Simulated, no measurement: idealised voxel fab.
Process module under the name voxel fin reveal
Cross-section cut: width 235 nm, square cells of 5 nm.
For the purposes of this document, a cross-section shall be understood as a grid of square cells, specified as bands listed in top-to-bottom order, each band consisting of one or more rows of cells.
Read a band's entry like this: the first values are the height of its top and the height of its bottom in nm, and what follows is the sequence of materials from left to right, each with its width in nm. Note that "blank" is empty space, and that a single material marked "all across" reaches across the band from edge to edge.
Height 0 is the level under which the wafer as received is all one material. The lowest band goes on downwards, as in "0 and below".
Width spec "30 to 40" -> top row of cells at first value, bottom row at second value, equal per-row change in between.
A step reported as "nothing different" is a step in which no cell of the cross-section changed.
Closed-off voids of 8+ cells (no open route to the top) go in "Closed void list", written width x height at distance from the left edge, in nm.
Anything after a step's settings on that line? It's the simulator's own note about the step.
You can add "overlay nm" to a step's line. For a step with a mask, it describes how far the mask lay to the right of its planned position, and a negative number describes a lay to the left.
**Steps in the process plan**
step 1: op RECEIVE | material Si
step 2: op CONFORMAL_DEP | material SiN | thk nm 5
step 3: op DIRECTIONAL_DEP | material aC | thk nm 15
step 4: op PATTERN | tone cover | mask id FINS | material resist | width nm 15 | pitch nm 45 | thk nm 30 | overlay nm 0
step 5: op DIRECTIONAL_ETCH | etch materials aC | depth nm 15
step 6: op STRIP | etch materials resist
step 7: op DIRECTIONAL_ETCH | etch materials SiN | depth nm 5
step 8: op DIRECTIONAL_ETCH | etch materials Si | depth nm 40
step 9: op STRIP | etch materials aC
step 10: op FILL_DEP | material SiO2 | thk nm 10
step 11: op CMP | height nm 5
step 12: op SELECTIVE_ETCH | etch materials SiO2 | depth nm 35
step 13: op STRIP | etch materials SiN
**Of two wafers, the first: run according to plan**
**Cross-section: wafer on arrival = after step 1**
> 0 and below = Si all across
> Closed void list: none
**The wafer in cross-section once step 2 is complete**
> 5 down to 0 = SiN all across
> All layers under 0 are left as they were.
**The wafer in cross-section once step 3 is complete**
> 20 down to 5 = aC all across
> All layers under 5 are left as they were.
**The wafer in cross-section once step 4 is complete**
> 50 down to 20 = 40 blank / 15 resist / 30 blank / 15 resist / 30 blank / 15 resist / 30 blank / 15 resist / 45 blank
> All layers under 20 are left as they were.
**The wafer in cross-section once step 5 is complete**
> 35 down to 20 = 40 blank / 15 resist / 30 blank / 15 resist / 30 blank / 15 resist / 30 blank / 15 resist / 45 blank
> 20 down to 5 = 40 blank / 15 aC / 30 blank / 15 aC / 30 blank / 15 aC / 30 blank / 15 aC / 45 blank
> All layers under 5 are left as they were.
**The wafer in cross-section once step 6 is complete**
> 20 down to 5 = 40 blank / 15 aC / 30 blank / 15 aC / 30 blank / 15 aC / 30 blank / 15 aC / 45 blank
> All layers under 5 are left as they were.
**The wafer in cross-section once step 7 is complete**
> 20 down to 5 = 40 blank / 15 aC / 30 blank / 15 aC / 30 blank / 15 aC / 30 blank / 15 aC / 45 blank
> 5 down to 0 = 40 blank / 15 SiN / 30 blank / 15 SiN / 30 blank / 15 SiN / 30 blank / 15 SiN / 45 blank
> All layers under 0 are left as they were.
**The wafer in cross-section once step 8 is complete**
> 20 down to 5 = 40 blank / 15 aC / 30 blank / 15 aC / 30 blank / 15 aC / 30 blank / 15 aC / 45 blank
> 5 down to 0 = 40 blank / 15 SiN / 30 blank / 15 SiN / 30 blank / 15 SiN / 30 blank / 15 SiN / 45 blank
> 0 down to -40 = 40 blank / 15 Si / 30 blank / 15 Si / 30 blank / 15 Si / 30 blank / 15 Si / 45 blank
> All layers under -40 are left as they were.
**The wafer in cross-section once step 9 is complete**
> 5 down to 0 = 40 blank / 15 SiN / 30 blank / 15 SiN / 30 blank / 15 SiN / 30 blank / 15 SiN / 45 blank
> All layers under 0 are left as they were.
**The wafer in cross-section once step 10 is complete**
> 15 down to 5 = SiO2 all across
> 5 down to 0 = 40 SiO2 / 15 SiN / 30 SiO2 / 15 SiN / 30 SiO2 / 15 SiN / 30 SiO2 / 15 SiN / 45 SiO2
> 0 down to -40 = 40 SiO2 / 15 Si / 30 SiO2 / 15 Si / 30 SiO2 / 15 Si / 30 SiO2 / 15 Si / 45 SiO2
> All layers under -40 are left as they were.
**The wafer in cross-section once step 11 is complete**
> 5 down to 0 = 40 SiO2 / 15 SiN / 30 SiO2 / 15 SiN / 30 SiO2 / 15 SiN / 30 SiO2 / 15 SiN / 45 SiO2
> All layers under 0 are left as they were.
**The wafer in cross-section once step 12 is complete**
> 5 down to 0 = 40 blank / 15 SiN / 30 blank / 15 SiN / 30 blank / 15 SiN / 30 blank / 15 SiN / 45 blank
> 0 down to -30 = 40 blank / 15 Si / 30 blank / 15 Si / 30 blank / 15 Si / 30 blank / 15 Si / 45 blank
> All layers under -30 are left as they were.
**The wafer in cross-section once step 13 is complete**
> 0 down to -30 = 40 blank / 15 Si / 30 blank / 15 Si / 30 blank / 15 Si / 30 blank / 15 Si / 45 blank
> All layers under -30 are left as they were.
**Second of two: same start, same plan, one run error; steps up to and including 7 match the first**
**Cross-section of the second wafer when, according to plan, step 8 should have finished**
> 20 down to 5 = 40 blank / 15 aC / 30 blank / 15 aC / 30 blank / 15 aC / 30 blank / 15 aC / 45 blank
> 5 down to 0 = 40 blank / 15 SiN / 30 blank / 15 SiN / 30 blank / 15 SiN / 30 blank / 15 SiN / 45 blank
> 0 down to -80 = 40 blank / 15 Si / 30 blank / 15 Si / 30 blank / 15 Si / 30 blank / 15 Si / 45 blank
> All layers under -80 are left as they were.
**Cross-section of the second wafer when, according to plan, step 9 should have finished**
> 5 down to 0 = 40 blank / 15 SiN / 30 blank / 15 SiN / 30 blank / 15 SiN / 30 blank / 15 SiN / 45 blank
> All layers under 0 are left as they were.
**Cross-section of the second wafer when, according to plan, step 10 should have finished**
> 15 down to 5 = SiO2 all across
> 5 down to 0 = 40 SiO2 / 15 SiN / 30 SiO2 / 15 SiN / 30 SiO2 / 15 SiN / 30 SiO2 / 15 SiN / 45 SiO2
> 0 down to -80 = 40 SiO2 / 15 Si / 30 SiO2 / 15 Si / 30 SiO2 / 15 Si / 30 SiO2 / 15 Si / 45 SiO2
> All layers under -80 are left as they were.
**Cross-section of the second wafer when, according to plan, step 11 should have finished**
> 5 down to 0 = 40 SiO2 / 15 SiN / 30 SiO2 / 15 SiN / 30 SiO2 / 15 SiN / 30 SiO2 / 15 SiN / 45 SiO2
> All layers under 0 are left as they were.
**Cross-section of the second wafer when, according to plan, step 12 should have finished**
> 5 down to 0 = 40 blank / 15 SiN / 30 blank / 15 SiN / 30 blank / 15 SiN / 30 blank / 15 SiN / 45 blank
> 0 down to -30 = 40 blank / 15 Si / 30 blank / 15 Si / 30 blank / 15 Si / 30 blank / 15 Si / 45 blank
> All layers under -30 are left as they were.
**Cross-section of the second wafer when, according to plan, step 13 should have finished**
> 0 down to -30 = 40 blank / 15 Si / 30 blank / 15 Si / 30 blank / 15 Si / 30 blank / 15 Si / 45 blank
> All layers under -30 are left as they were.
What was the processing mistake? step 8 of the plan was performed twice
Counted in cells at the end, the second wafer holds more or fewer of these materials than the first: -280 Si; +280 SiO2
